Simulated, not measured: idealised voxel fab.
Process module under the name voxel released beams
Cross-sectional view cut (width: 195 nm; square cell size: 5 nm).
Cross-section spec: square-cell grid; bands listed top down; each band is one or more rows. The entry gives the band's vertical extent as a top height and a bottom height in nm, then its horizontal make-up as materials from left to right, each with a width in nm. "blank" stands for empty space; a single material marked "everywhere" fills the band edge to edge. The reference from which all heights are counted is 0, the level beneath which the as-received wafer is entirely one material; the lowest band, having no lower bound, proceeds downward and is written after the example "0 nm and below". Read "30..40" as a graded width: first number on top, second number at the bottom, same change between each pair of neighbouring rows. The designation "same as before", where it is given for a processing step, indicates that no cell of the cross-section was altered in the course of that step. "Voids, fully enclosed": empty spaces of 8 cells or more with no open way to the top, each given as width x height at distance, distance from the left edge, all in nm. Read whatever lies past the settings on a step's line as the simulator's own remark about the step. You can add "overlay nm" to a step's line. For a step with a mask, it describes how far the mask lay to the right of its planned position, and a negative number describes a lay to the left. For the reader: what remains of this document is a series of pairs, each showing a cross-section before one process step and a cross-section after that step which reaches down only to the lowest band that changed, with the step between them and its settings set out under the pair. It should not be assumed that a pair continues from the pair above it; the pairs can come from different runs of this module on the same starting wafer, and such continuity exists only where the entry headed "Pre-process" says so.
-- Pre-process
0 nm and below | Si everywhere
Voids, fully enclosed: none
-- Resulting Structure
10 nm to 0 nm | Al2O3 everywhere
Below 0, no change.
Voids, fully enclosed: none
Between the two cross-sections above, the process step reads CONFORMAL_DEP,material Al2O3,thk nm 10
Pre-process: same picture as after in the pair right above, so we don't repeat it.
-- Resulting Structure
25 nm to 10 nm | SiO2 everywhere
Below 10, no change.
Voids, fully enclosed: none
Between the two cross-sections above, the process step reads DIRECTIONAL_DEP,material SiO2,thk nm 15
Pre-process: same picture as after in the pair right above, so we don't repeat it.
-- Resulting Structure
35 nm to 25 nm | aC everywhere
Below 25, no change.
Voids, fully enclosed: none
Between the two cross-sections above, the process step reads DIRECTIONAL_DEP,material aC,thk nm 10
Pre-process: same picture as after in the pair right above, so we don't repeat it.
-- Resulting Structure
65 nm to 35 nm | resist=55 / blank=40 / resist=100
Below 35, no change.
Voids, fully enclosed: none
Between the two cross-sections above, the process step reads PATTERN,tone open,mask id ANCHOR,material resist,width nm 40,thk nm 30,overlay nm 0
Pre-process: same picture as after in the pair right above, so we don't repeat it.
-- Resulting Structure
55 nm to 35 nm | resist=55 / blank=40 / resist=100
35 nm to 25 nm | aC=55 / blank=40 / aC=100
Below 25, no change.
Voids, fully enclosed: none
Between the two cross-sections above, the process step reads DIRECTIONAL_ETCH,etch materials aC,depth nm 10
Pre-process: same picture as after in the pair right above, so we don't repeat it.
-- Resulting Structure
35 nm to 25 nm | aC=55 / blank=40 / aC=100
Below 25, no change.
Voids, fully enclosed: none
Between the two cross-sections above, the process step reads STRIP,etch materials resist
Pre-process: same picture as after in the pair right above, so we don't repeat it.
-- Resulting Structure
35 nm to 25 nm | aC=55 / blank=40 / aC=100
25 nm to 10 nm | SiO2=55 / blank=40 / SiO2=100
Below 10, no change.
Voids, fully enclosed: none
Between the two cross-sections above, the process step reads DIRECTIONAL_ETCH,etch materials SiO2,depth nm 15
Pre-process: same picture as after in the pair right above, so we don't repeat it.
-- Resulting Structure
25 nm to 10 nm | SiO2=55 / blank=40 / SiO2=100
Below 10, no change.
Voids, fully enclosed: none
Between the two cross-sections above, the process step reads STRIP,etch materials aC
Pre-process: same picture as after in the pair right above, so we don't repeat it.
-- Resulting Structure
40 nm to 25 nm | SiN=70 / blank=10 / SiN=115
25 nm to 10 nm | SiO2=55 / SiN=40 / SiO2=100
Below 10, no change.
Voids, fully enclosed: none
Between the two cross-sections above, the process step reads CONFORMAL_DEP,material SiN,thk nm 15
Pre-process: same picture as after in the pair right above, so we don't repeat it.
-- Resulting Structure
40 nm to 25 nm | blank=50 / SiN=20 / blank=10 / SiN=55 / blank=60
Below 25, no change.
Voids, fully enclosed: none
Between the two cross-sections above, the process step reads MASKED_ETCH,tone cover,mask id BEAM,width nm 85,etch materials SiN,depth nm 15,overlay nm 0
Pre-process: same picture as after in the pair right above, so we don't repeat it.
-- Resulting Structure
40 nm to 25 nm | blank=50 / SiN=20 / blank=10 / SiN=55 / blank=60
25 nm to 10 nm | blank=55 / SiN=40 / blank=100
Below 10, no change.
Voids, fully enclosed: none
Between the two cross-sections above, the process step reads STRIP,etch materials SiO2
-- Pre-process
0 nm and below | Si everywhere
Voids, fully enclosed: none
-- Resulting Structure
15 nm to 0 nm | SiO2 everywhere
Below 0, no change.
Voids, fully enclosed: none
Between the two cross-sections above, the process step reads DIRECTIONAL_DEP,material SiO2,thk nm 15
Pre-process: same picture as after in the pair right above, so we don't repeat it.
-- Resulting Structure
25 nm to 15 nm | aC everywhere
Below 15, no change.
Voids, fully enclosed: none
Between the two cross-sections above, the process step reads DIRECTIONAL_DEP,material aC,thk nm 10
Pre-process: same picture as after in the pair right above, so we don't repeat it.
-- Resulting Structure
55 nm to 25 nm | resist=55 / blank=40 / resist=100
Below 25, no change.
Voids, fully enclosed: none
Between the two cross-sections above, the process step reads PATTERN,tone open,mask id ANCHOR,material resist,width nm 40,thk nm 30,overlay nm 0
Pre-process: same picture as after in the pair right above, so we don't repeat it.
-- Resulting Structure
45 nm to 25 nm | resist=55 / blank=40 / resist=100
25 nm to 15 nm | aC=55 / blank=40 / aC=100
Below 15, no change.
Voids, fully enclosed: none
Between the two cross-sections above, the process step reads DIRECTIONAL_ETCH,etch materials aC,depth nm 10
Pre-process: same picture as after in the pair right above, so we don't repeat it.
-- Resulting Structure
25 nm to 15 nm | aC=55 / blank=40 / aC=100
Below 15, no change.
Voids, fully enclosed: none
Between the two cross-sections above, the process step reads STRIP,etch materials resist
Pre-process: same picture as after in the pair right above, so we don't repeat it.
-- Resulting Structure
25 nm to 15 nm | aC=55 / blank=40 / aC=100
15 nm to 0 nm | SiO2=55 / blank=40 / SiO2=100
Below 0, no change.
Voids, fully enclosed: none
Between the two cross-sections above, the process step reads DIRECTIONAL_ETCH,etch materials SiO2,depth nm 15
Pre-process: same picture as after in the pair right above, so we don't repeat it.
-- Resulting Structure
15 nm to 0 nm | SiO2=55 / blank=40 / SiO2=100
Below 0, no change.
Voids, fully enclosed: none
Between the two cross-sections above, the process step reads STRIP,etch materials aC
Pre-process: same picture as after in the pair right above, so we don't repeat it.
-- Resulting Structure
30 nm to 15 nm | SiN=70 / blank=10 / SiN=115
15 nm to 0 nm | SiO2=55 / SiN=40 / SiO2=100
Below 0, no change.
Voids, fully enclosed: none
Between the two cross-sections above, the process step reads CONFORMAL_DEP,material SiN,thk nm 15
Pre-process: same picture as after in the pair right above, so we don't repeat it.
-- Resulting Structure
30 nm to 15 nm | blank=50 / SiN=20 / blank=10 / SiN=55 / blank=60
Below 15, no change.
Voids, fully enclosed: none
Between the two cross-sections above, the process step reads MASKED_ETCH,tone cover,mask id BEAM,width nm 85,etch materials SiN,depth nm 15,overlay nm 0
Pre-process: same picture as after in the pair right above, so we don't repeat it.
-- Resulting Structure
30 nm to 15 nm | blank=50 / SiN=20 / blank=10 / SiN=55 / blank=60
15 nm to 0 nm | blank=55 / SiN=40 / blank=100
Below 0, no change.
Voids, fully enclosed: none
Between the two cross-sections above, the process step reads STRIP,etch materials SiO2
-- Pre-process
40 nm to 25 nm | SiN=70 / blank=10 / SiN=115
25 nm to 10 nm | SiO2=55 / SiN=40 / SiO2=100
10 nm to 0 nm | Al2O3 everywhere
0 nm and below | Si everywhere
Voids, fully enclosed: none
-- Resulting Structure
55 nm to 25 nm | SiN everywhere
Below 25, no change.
Voids, fully enclosed: none
Between the two cross-sections above, the process step reads CONFORMAL_DEP,material SiN,thk nm 15
Pre-process: same picture as after in the pair right above, so we don't repeat it.
-- Resulting Structure
55 nm to 40 nm | blank=50 / SiN=85 / blank=60
Below 40, no change.
Voids, fully enclosed: none
Between the two cross-sections above, the process step reads MASKED_ETCH,tone cover,mask id BEAM,width nm 85,etch materials SiN,depth nm 15,overlay nm 0
-- Pre-process
15 nm to 0 nm | SiO2 everywhere
0 nm and below | Si everywhere
Voids, fully enclosed: none
-- Resulting Structure
25 nm to 15 nm | Al2O3 everywhere
Below 15, no change.
Voids, fully enclosed: none
Between the two cross-sections above, the process step reads CONFORMAL_DEP,material Al2O3,thk nm 10
Pre-process: same picture as after in the pair right above, so we don't repeat it.
-- Resulting Structure
35 nm to 25 nm | aC everywhere
Below 25, no change.
Voids, fully enclosed: none
Between the two cross-sections above, the process step reads DIRECTIONAL_DEP,material aC,thk nm 10
Pre-process: same picture as after in the pair right above, so we don't repeat it.
-- Resulting Structure
65 nm to 35 nm | resist=55 / blank=40 / resist=100
Below 35, no change.
Voids, fully enclosed: none
Between the two cross-sections above, the process step reads PATTERN,tone open,mask id ANCHOR,material resist,width nm 40,thk nm 30,overlay nm 0
Pre-process: same picture as after in the pair right above, so we don't repeat it.
-- Resulting Structure
55 nm to 35 nm | resist=55 / blank=40 / resist=100
35 nm to 25 nm | aC=55 / blank=40 / aC=100
Below 25, no change.
Voids, fully enclosed: none
Between the two cross-sections above, the process step reads DIRECTIONAL_ETCH,etch materials aC,depth nm 10
Pre-process: same picture as after in the pair right above, so we don't repeat it.
-- Resulting Structure
35 nm to 25 nm | aC=55 / blank=40 / aC=100
Below 25, no change.
Voids, fully enclosed: none
Between the two cross-sections above, the process step reads STRIP,etch materials resist
Pre-process: same picture as after in the pair right above, so we don't repeat it.
-- Resulting Structure
25 nm to 15 nm | Al2O3 everywhere
Below 15, no change.
Voids, fully enclosed: none
Between the two cross-sections above, the process step reads STRIP,etch materials aC
Pre-process: same picture as after in the pair right above, so we don't repeat it.
-- Resulting Structure
40 nm to 25 nm | SiN everywhere
Below 25, no change.
Voids, fully enclosed: none
Between the two cross-sections above, the process step reads CONFORMAL_DEP,material SiN,thk nm 15
Pre-process: same picture as after in the pair right above, so we don't repeat it.
-- Resulting Structure
40 nm to 25 nm | blank=50 / SiN=85 / blank=60
Below 25, no change.
Voids, fully enclosed: none
Between the two cross-sections above, the process step reads MASKED_ETCH,tone cover,mask id BEAM,width nm 85,etch materials SiN,depth nm 15,overlay nm 0
-- Pre-process
10 nm to 0 nm | Al2O3 everywhere
0 nm and below | Si everywhere
Voids, fully enclosed: none
-- Resulting Structure
15 nm to 10 nm | SiO2 everywhere
Below 10, no change.
Voids, fully enclosed: none
Between the two cross-sections above, the process step reads DIRECTIONAL_DEP,material SiO2,thk nm 5
Pre-process: same picture as after in the pair right above, so we don't repeat it.
-- Resulting Structure
25 nm to 15 nm | aC everywhere
Below 15, no change.
Voids, fully enclosed: none
Between the two cross-sections above, the process step reads DIRECTIONAL_DEP,material aC,thk nm 10
Pre-process: same picture as after in the pair right above, so we don't repeat it.
-- Resulting Structure
55 nm to 25 nm | resist=55 / blank=40 / resist=100
Below 25, no change.
Voids, fully enclosed: none
Between the two cross-sections above, the process step reads PATTERN,tone open,mask id ANCHOR,material resist,width nm 40,thk nm 30,overlay nm 0
Pre-process: same picture as after in the pair right above, so we don't repeat it.
-- Resulting Structure
45 nm to 25 nm | resist=55 / blank=40 / resist=100
25 nm to 15 nm | aC=55 / blank=40 / aC=100
Below 15, no change.
Voids, fully enclosed: none
Between the two cross-sections above, the process step reads DIRECTIONAL_ETCH,etch materials aC,depth nm 10
Pre-process: same picture as after in the pair right above, so we don't repeat it.
-- Resulting Structure
25 nm to 15 nm | aC=55 / blank=40 / aC=100
Below 15, no change.
Voids, fully enclosed: none
Between the two cross-sections above, the process step reads STRIP,etch materials resist
Pre-process: same picture as after in the pair right above, so we don't repeat it.
-- Resulting Structure
25 nm to 15 nm | aC=55 / blank=40 / aC=100
15 nm to 10 nm | SiO2=55 / blank=40 / SiO2=100
Below 10, no change.
Voids, fully enclosed: none
Between the two cross-sections above, the process step reads DIRECTIONAL_ETCH,etch materials SiO2,depth nm 15
Pre-process: same picture as after in the pair right above, so we don't repeat it.
-- Resulting Structure
15 nm to 10 nm | SiO2=55 / blank=40 / SiO2=100
Below 10, no change.
Voids, fully enclosed: none
Between the two cross-sections above, the process step reads STRIP,etch materials aC
Pre-process: same picture as after in the pair right above, so we don't repeat it.
-- Resulting Structure
30 nm to 25 nm | SiN=70 / blank=10 / SiN=115
25 nm to 15 nm | SiN everywhere
15 nm to 10 nm | SiO2=55 / SiN=40 / SiO2=100
Below 10, no change.
Voids, fully enclosed: none
Between the two cross-sections above, the process step reads CONFORMAL_DEP,material SiN,thk nm 15
Pre-process: same picture as after in the pair right above, so we don't repeat it.
-- Resulting Structure
30 nm to 25 nm | blank=50 / SiN=20 / blank=10 / SiN=55 / blank=60
25 nm to 15 nm | blank=50 / SiN=85 / blank=60
Below 15, no change.
Voids, fully enclosed: none
Between the two cross-sections above, the process step reads MASKED_ETCH,tone cover,mask id BEAM,width nm 85,etch materials SiN,depth nm 15,overlay nm 0
Pre-process: same picture as after in the pair right above, so we don't repeat it.
-- Resulting Structure
30 nm to 25 nm | blank=50 / SiN=20 / blank=10 / SiN=55 / blank=60
25 nm to 15 nm | blank=50 / SiN=85 / blank=60
15 nm to 10 nm | blank=55 / SiN=40 / blank=100
Below 10, no change.
Voids, fully enclosed: none
Between the two cross-sections above, the process step reads STRIP,etch materials SiO2
-- Pre-process
40 nm to 25 nm | SiN=70 / blank=10 / SiN=115
25 nm to 10 nm | SiO2=55 / SiN=40 / SiO2=100
10 nm to 0 nm | Al2O3 everywhere
0 nm and below | Si everywhere
Voids, fully enclosed: none
-- Resulting Structure
40 nm to 25 nm | blank=45 / SiN=25 / blank=10 / SiN=60 / blank=55
Below 25, no change.
Voids, fully enclosed: none
Between the two cross-sections above, the process step reads MASKED_ETCH,tone cover,mask id BEAM,width nm 95,etch materials SiN,depth nm 15,overlay nm 0
Pre-process: same picture as after in the pair right above, so we don't repeat it.
-- Resulting Structure
40 nm to 25 nm | blank=45 / SiN=25 / blank=10 / SiN=60 / blank=55
25 nm to 10 nm | blank=55 / SiN=40 / blank=100
Below 10, no change.
Voids, fully enclosed: none
Between the two cross-sections above, the process step reads STRIP,etch materials SiO2
-- Pre-process
40 nm to 25 nm | SiN=70 / blank=10 / SiN=115
25 nm to 10 nm | SiO2=55 / SiN=40 / SiO2=100
10 nm to 0 nm | Al2O3 everywhere
0 nm and below | Si everywhere
Voids, fully enclosed: none
-- Resulting Structure
40 nm to 25 nm | blank=40 / SiN=30 / blank=10 / SiN=45 / blank=70
Below 25, no change.
Voids, fully enclosed: none
Between the two cross-sections above, the process step reads MASKED_ETCH,tone cover,mask id BEAM,width nm 85,etch materials SiN,depth nm 15,overlay nm -10
Pre-process: same picture as after in the pair right above, so we don't repeat it.
-- Resulting Structure
40 nm to 25 nm | blank=40 / SiN=30 / blank=10 / SiN=45 / blank=70
25 nm to 10 nm | blank=55 / SiN=40 / blank=100
Below 10, no change.
Voids, fully enclosed: none
Between the two cross-sections above, the process step reads STRIP,etch materials SiO2
-- Pre-process
0 nm and below | Si everywhere
Voids, fully enclosed: none
-- Resulting Structure
10 nm to 0 nm | SiO2 everywhere
Below 0, no change.
Voids, fully enclosed: none
Between the two cross-sections above, the process step reads CONFORMAL_DEP,material SiO2,thk nm 10
Pre-process: same picture as after in the pair right above, so we don't repeat it.
-- Resulting Structure
25 nm to 0 nm | SiO2 everywhere
Below 0, no change.
Voids, fully enclosed: none
Between the two cross-sections above, the process step reads DIRECTIONAL_DEP,material SiO2,thk nm 15
Pre-process: same picture as after in the pair right above, so we don't repeat it.
-- Resulting Structure
35 nm to 25 nm | aC everywhere
Below 25, no change.
Voids, fully enclosed: none
Between the two cross-sections above, the process step reads DIRECTIONAL_DEP,material aC,thk nm 10
Pre-process: same picture as after in the pair right above, so we don't repeat it.
-- Resulting Structure
65 nm to 35 nm | resist=55 / blank=40 / resist=100
Below 35, no change.
Voids, fully enclosed: none
Between the two cross-sections above, the process step reads PATTERN,tone open,mask id ANCHOR,material resist,width nm 40,thk nm 30,overlay nm 0
Pre-process: same picture as after in the pair right above, so we don't repeat it.
-- Resulting Structure
55 nm to 35 nm | resist=55 / blank=40 / resist=100
35 nm to 25 nm | aC=55 / blank=40 / aC=100
Below 25, no change.
Voids, fully enclosed: none
Between the two cross-sections above, the process step reads DIRECTIONAL_ETCH,etch materials aC,depth nm 10
Pre-process: same picture as after in the pair right above, so we don't repeat it.
-- Resulting Structure
35 nm to 25 nm | aC=55 / blank=40 / aC=100
Below 25, no change.
Voids, fully enclosed: none
Between the two cross-sections above, the process step reads STRIP,etch materials resist
Pre-process: same picture as after in the pair right above, so we don't repeat it.
-- Resulting Structure
35 nm to 25 nm | aC=55 / blank=40 / aC=100
25 nm to 10 nm | SiO2=55 / blank=40 / SiO2=100
Below 10, no change.
Voids, fully enclosed: none
Between the two cross-sections above, the process step reads DIRECTIONAL_ETCH,etch materials SiO2,depth nm 15
Pre-process: same picture as after in the pair right above, so we don't repeat it.
-- Resulting Structure
25 nm to 10 nm | SiO2=55 / blank=40 / SiO2=100
Below 10, no change.
Voids, fully enclosed: none
Between the two cross-sections above, the process step reads STRIP,etch materials aC
Pre-process: same picture as after in the pair right above, so we don't repeat it.
-- Resulting Structure
40 nm to 25 nm | SiN=70 / blank=10 / SiN=115
25 nm to 10 nm | SiO2=55 / SiN=40 / SiO2=100
Below 10, no change.
Voids, fully enclosed: none
Between the two cross-sections above, the process step reads CONFORMAL_DEP,material SiN,thk nm 15
Pre-process: same picture as after in the pair right above, so we don't repeat it.
-- Resulting Structure
40 nm to 25 nm | blank=50 / SiN=20 / blank=10 / SiN=55 / blank=60
Below 25, no change.
Voids, fully enclosed: none
Between the two cross-sections above, the process step reads MASKED_ETCH,tone cover,mask id BEAM,width nm 85,etch materials SiN,depth nm 15,overlay nm 0
Pre-process: same picture as after in the pair right above, so we don't repeat it.
-- Resulting Structure
0 nm and below | Si everywhere
Voids, fully enclosed: none
Between the two cross-sections above, the process step reads STRIP,etch materials SiO2
-- Pre-process
40 nm to 25 nm | SiN=70 / blank=10 / SiN=115
25 nm to 10 nm | SiO2=55 / SiN=40 / SiO2=100
10 nm to 0 nm | Al2O3 everywhere
0 nm and below | Si everywhere
Voids, fully enclosed: none
-- Resulting Structure
40 nm to 25 nm | SiN=50 / blank=85 / SiN=60
25 nm to 10 nm | SiO2=55 / SiN=15 / blank=10 / SiN=15 / SiO2=100
Below 10, no change.
Voids, fully enclosed: none
Between the two cross-sections above, the process step reads MASKED_ETCH,tone open,mask id BEAM,width nm 85,etch materials SiN,depth nm 15,overlay nm 0
Pre-process: same picture as after in the pair right above, so we don't repeat it.
-- Resulting Structure
25 nm to 10 nm | blank=55 / SiN=15 / blank=10 / SiN=15 / blank=100
Below 10, no change.
Voids, fully enclosed: none
Between the two cross-sections above, the process step reads STRIP,etch materials SiO2
